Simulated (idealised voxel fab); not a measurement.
The process module presented herein is designated voxel gate over fins.
Displayed cross-section: cut, width of 240 nm, square cells sized 5 nm.
This document writes a cross-section as a grid whose cells are square, and gives it as bands, listed from the top down; one or more rows of cells form a band. Heads up on the band format: heights come first, top then bottom, in nm. After that it's the materials left to right, each with its width in nm. A single material flagged "full width" fills the whole band edge to edge, and "empty" means there's empty space there. Ref level 0: as-received wafer is one material below here. Bottom band extends down with no lower bound ("top 0, no bottom"). A two-number width, for instance "30 to 40", indicates that the width is equal to the first number in the top row of the band and to the second number in the bottom row, and that it changes by a constant amount per row of cells. Step note "nothing changed" = no cross-section cell changed. Under "Closed internal cavities" you'll find the enclosed gaps, the ones with no way out to the top, that are 8 cells or bigger; each reads width x height at distance, with distance counted from the left edge, everything in nm. Whatever follows a step's settings on its line is a remark the simulator itself makes about that step. overlay nm: where the mask lay relative to plan, measured to the right, on steps with a mask; negatives go left.

Process steps foreseen in the plan
1. op RECEIVE | material Si
2. op CONFORMAL_DEP | material SiN | thk nm 5
3. op PATTERN | tone cover | mask id FINS | material resist | width nm 15 | pitch nm 60 | thk nm 20 | overlay nm 0
4. op DIRECTIONAL_ETCH | etch materials SiN | depth nm 5
5. op DIRECTIONAL_ETCH | etch materials Si | depth nm 40
6. op STRIP | etch materials resist
7. op FILL_DEP | material SiO2 | thk nm 10
8. op CMP | height nm 5
9. op MASKED_ETCH | tone open | mask id RAIL | width nm 15 | etch materials SiO2 | depth nm 40 | overlay nm 0
10. op CONFORMAL_DEP | material TiN | thk nm 5
11. op FILL_DEP | material W | thk nm 10
12. op CMP | height nm 5
13. op SELECTIVE_ETCH | etch materials W Ru TiN | depth nm 30
14. op FILL_DEP | material SiO2 | thk nm 5
15. op CMP | height nm 5
16. op SELECTIVE_ETCH | etch materials SiO2 | depth nm 20
17. op STRIP | etch materials SiN
18. op CONFORMAL_DEP | material HfO2 | thk nm 5
19. op CONFORMAL_DEP | material TiN | thk nm 5
20. op FILL_DEP | material W | thk nm 10
21. op CMP | height nm 15
22. op CONFORMAL_DEP | material SiN | thk nm 10

First of two wafers: run as planned

Cross-section of the wafer upon arrival, representing the state reached after step 1
> top 0, no bottom | Si full width
> Closed internal cavities: none

Sectional view: wafer, after step 2
> top 5, bottom 0 | SiN full width
> Under 0: no change, same as before.

Sectional view: wafer, after step 3
> top 25, bottom 5 | empty (20)  resist (15)  empty (45)  resist (15)  empty (45)  resist (15)  empty (45)  resist (15)  empty (25)
> Under 5: no change, same as before.

Sectional view: wafer, after step 4
> top 25, bottom 5 | empty (20)  resist (15)  empty (45)  resist (15)  empty (45)  resist (15)  empty (45)  resist (15)  empty (25)
> top 5, bottom 0 | empty (20)  SiN (15)  empty (45)  SiN (15)  empty (45)  SiN (15)  empty (45)  SiN (15)  empty (25)
> Under 0: no change, same as before.

Sectional view: wafer, after step 5
> top 25, bottom 5 | empty (20)  resist (15)  empty (45)  resist (15)  empty (45)  resist (15)  empty (45)  resist (15)  empty (25)
> top 5, bottom 0 | empty (20)  SiN (15)  empty (45)  SiN (15)  empty (45)  SiN (15)  empty (45)  SiN (15)  empty (25)
> top 0, bottom -40 | empty (20)  Si (15)  empty (45)  Si (15)  empty (45)  Si (15)  empty (45)  Si (15)  empty (25)
> Under -40: no change, same as before.

Sectional view: wafer, after step 6
> top 5, bottom 0 | empty (20)  SiN (15)  empty (45)  SiN (15)  empty (45)  SiN (15)  empty (45)  SiN (15)  empty (25)
> Under 0: no change, same as before.

Sectional view: wafer, after step 7
> top 15, bottom 5 | SiO2 full width
> top 5, bottom 0 | SiO2 (20)  SiN (15)  SiO2 (45)  SiN (15)  SiO2 (45)  SiN (15)  SiO2 (45)  SiN (15)  SiO2 (25)
> top 0, bottom -40 | SiO2 (20)  Si (15)  SiO2 (45)  Si (15)  SiO2 (45)  Si (15)  SiO2 (45)  Si (15)  SiO2 (25)
> Under -40: no change, same as before.

Sectional view: wafer, after step 8
> top 5, bottom 0 | SiO2 (20)  SiN (15)  SiO2 (45)  SiN (15)  SiO2 (45)  SiN (15)  SiO2 (45)  SiN (15)  SiO2 (25)
> Under 0: no change, same as before.

Sectional view: wafer, after step 9
> top 5, bottom 0 | SiO2 (20)  SiN (15)  SiO2 (15)  empty (15)  SiO2 (15)  SiN (15)  SiO2 (45)  SiN (15)  SiO2 (45)  SiN (15)  SiO2 (25)
> top 0, bottom -35 | SiO2 (20)  Si (15)  SiO2 (15)  empty (15)  SiO2 (15)  Si (15)  SiO2 (45)  Si (15)  SiO2 (45)  Si (15)  SiO2 (25)
> Under -35: no change, same as before.

Sectional view: wafer, after step 10
> top 10, bottom 5 | TiN (55)  empty (5)  TiN (180)
> top 5, bottom 0 | SiO2 (20)  SiN (15)  SiO2 (15)  TiN (5)  empty (5)  TiN (5)  SiO2 (15)  SiN (15)  SiO2 (45)  SiN (15)  SiO2 (45)  SiN (15)  SiO2 (25)
> top 0, bottom -30 | SiO2 (20)  Si (15)  SiO2 (15)  TiN (5)  empty (5)  TiN (5)  SiO2 (15)  Si (15)  SiO2 (45)  Si (15)  SiO2 (45)  Si (15)  SiO2 (25)
> top -30, bottom -35 | SiO2 (20)  Si (15)  SiO2 (15)  TiN (15)  SiO2 (15)  Si (15)  SiO2 (45)  Si (15)  SiO2 (45)  Si (15)  SiO2 (25)
> Under -35: no change, same as before.

Sectional view: wafer, after step 11
> top 20, bottom 10 | W full width
> top 10, bottom 5 | TiN (55)  W (5)  TiN (180)
> top 5, bottom 0 | SiO2 (20)  SiN (15)  SiO2 (15)  TiN (5)  W (5)  TiN (5)  SiO2 (15)  SiN (15)  SiO2 (45)  SiN (15)  SiO2 (45)  SiN (15)  SiO2 (25)
> top 0, bottom -30 | SiO2 (20)  Si (15)  SiO2 (15)  TiN (5)  W (5)  TiN (5)  SiO2 (15)  Si (15)  SiO2 (45)  Si (15)  SiO2 (45)  Si (15)  SiO2 (25)
> Under -30: no change, same as before.

Sectional view: wafer, after step 12
> top 5, bottom 0 | SiO2 (20)  SiN (15)  SiO2 (15)  TiN (5)  W (5)  TiN (5)  SiO2 (15)  SiN (15)  SiO2 (45)  SiN (15)  SiO2 (45)  SiN (15)  SiO2 (25)
> Under 0: no change, same as before.

Sectional view: wafer, after step 13
> top 5, bottom 0 | SiO2 (20)  SiN (15)  SiO2 (15)  empty (15)  SiO2 (15)  SiN (15)  SiO2 (45)  SiN (15)  SiO2 (45)  SiN (15)  SiO2 (25)
> top 0, bottom -25 | SiO2 (20)  Si (15)  SiO2 (15)  empty (15)  SiO2 (15)  Si (15)  SiO2 (45)  Si (15)  SiO2 (45)  Si (15)  SiO2 (25)
> Under -25: no change, same as before.

Sectional view: wafer, after step 14
> top 10, bottom 5 | SiO2 full width
> top 5, bottom 0 | SiO2 (20)  SiN (15)  SiO2 (45)  SiN (15)  SiO2 (45)  SiN (15)  SiO2 (45)  SiN (15)  SiO2 (25)
> top 0, bottom -25 | SiO2 (20)  Si (15)  SiO2 (45)  Si (15)  SiO2 (45)  Si (15)  SiO2 (45)  Si (15)  SiO2 (25)
> Under -25: no change, same as before.

Sectional view: wafer, after step 15
> top 5, bottom 0 | SiO2 (20)  SiN (15)  SiO2 (45)  SiN (15)  SiO2 (45)  SiN (15)  SiO2 (45)  SiN (15)  SiO2 (25)
> Under 0: no change, same as before.

Sectional view: wafer, after step 16
> top 5, bottom 0 | empty (20)  SiN (15)  empty (45)  SiN (15)  empty (45)  SiN (15)  empty (45)  SiN (15)  empty (25)
> top 0, bottom -15 | empty (20)  Si (15)  empty (45)  Si (15)  empty (45)  Si (15)  empty (45)  Si (15)  empty (25)
> Under -15: no change, same as before.

Sectional view: wafer, after step 17
> top 0, bottom -15 | empty (20)  Si (15)  empty (45)  Si (15)  empty (45)  Si (15)  empty (45)  Si (15)  empty (25)
> Under -15: no change, same as before.

Sectional view: wafer, after step 18
> top 5, bottom 0 | empty (15)  HfO2 (25)  empty (35)  HfO2 (25)  empty (35)  HfO2 (25)  empty (35)  HfO2 (25)  empty (20)
> top 0, bottom -10 | empty (15)  HfO2 (5)  Si (15)  HfO2 (5)  empty (35)  HfO2 (5)  Si (15)  HfO2 (5)  empty (35)  HfO2 (5)  Si (15)  HfO2 (5)  empty (35)  HfO2 (5)  Si (15)  HfO2 (5)  empty (20)
> top -10, bottom -15 | HfO2 (20)  Si (15)  HfO2 (45)  Si (15)  HfO2 (45)  Si (15)  HfO2 (45)  Si (15)  HfO2 (25)
> Under -15: no change, same as before.

Sectional view: wafer, after step 19
> top 10, bottom 5 | empty (10)  TiN (35)  empty (25)  TiN (35)  empty (25)  TiN (35)  empty (25)  TiN (35)  empty (15)
> top 5, bottom 0 | empty (10)  TiN (5)  HfO2 (25)  TiN (5)  empty (25)  TiN (5)  HfO2 (25)  TiN (5)  empty (25)  TiN (5)  HfO2 (25)  TiN (5)  empty (25)  TiN (5)  HfO2 (25)  TiN (5)  empty (15)
> top 0, bottom -5 | empty (10)  TiN (5)  HfO2 (5)  Si (15)  HfO2 (5)  TiN (5)  empty (25)  TiN (5)  HfO2 (5)  Si (15)  HfO2 (5)  TiN (5)  empty (25)  TiN (5)  HfO2 (5)  Si (15)  HfO2 (5)  TiN (5)  empty (25)  TiN (5)  HfO2 (5)  Si (15)  HfO2 (5)  TiN (5)  empty (15)
> top -5, bottom -10 | TiN (15)  HfO2 (5)  Si (15)  HfO2 (5)  TiN (35)  HfO2 (5)  Si (15)  HfO2 (5)  TiN (35)  HfO2 (5)  Si (15)  HfO2 (5)  TiN (35)  HfO2 (5)  Si (15)  HfO2 (5)  TiN (20)
> Under -10: no change, same as before.

Sectional view: wafer, after step 20
> top 20, bottom 10 | W full width
> top 10, bottom 5 | W (10)  TiN (35)  W (25)  TiN (35)  W (25)  TiN (35)  W (25)  TiN (35)  W (15)
> top 5, bottom 0 | W (10)  TiN (5)  HfO2 (25)  TiN (5)  W (25)  TiN (5)  HfO2 (25)  TiN (5)  W (25)  TiN (5)  HfO2 (25)  TiN (5)  W (25)  TiN (5)  HfO2 (25)  TiN (5)  W (15)
> top 0, bottom -5 | W (10)  TiN (5)  HfO2 (5)  Si (15)  HfO2 (5)  TiN (5)  W (25)  TiN (5)  HfO2 (5)  Si (15)  HfO2 (5)  TiN (5)  W (25)  TiN (5)  HfO2 (5)  Si (15)  HfO2 (5)  TiN (5)  W (25)  TiN (5)  HfO2 (5)  Si (15)  HfO2 (5)  TiN (5)  W (15)
> Under -5: no change, same as before.

Sectional view: wafer, after step 21
> top 15, bottom 10 | W full width
> Under 10: no change, same as before.

Sectional view: wafer, after step 22
> top 25, bottom 15 | SiN full width
> Under 15: no change, same as before.

Notes, second wafer: start = first wafer's, plan = first wafer's, execution had one mistake; history identical to first through step 21

When step 22 should have ended
> top 25, bottom 15 | SiO2 full width
> Under 15: no change, same as before.
Processing error: step 22 did not use the planned setting and instead ran as op CONFORMAL_DEP | material SiO2 | thk nm 10
Final wafer comparison in cells, second versus first, more or fewer per material: SiN -96, SiO2 +96
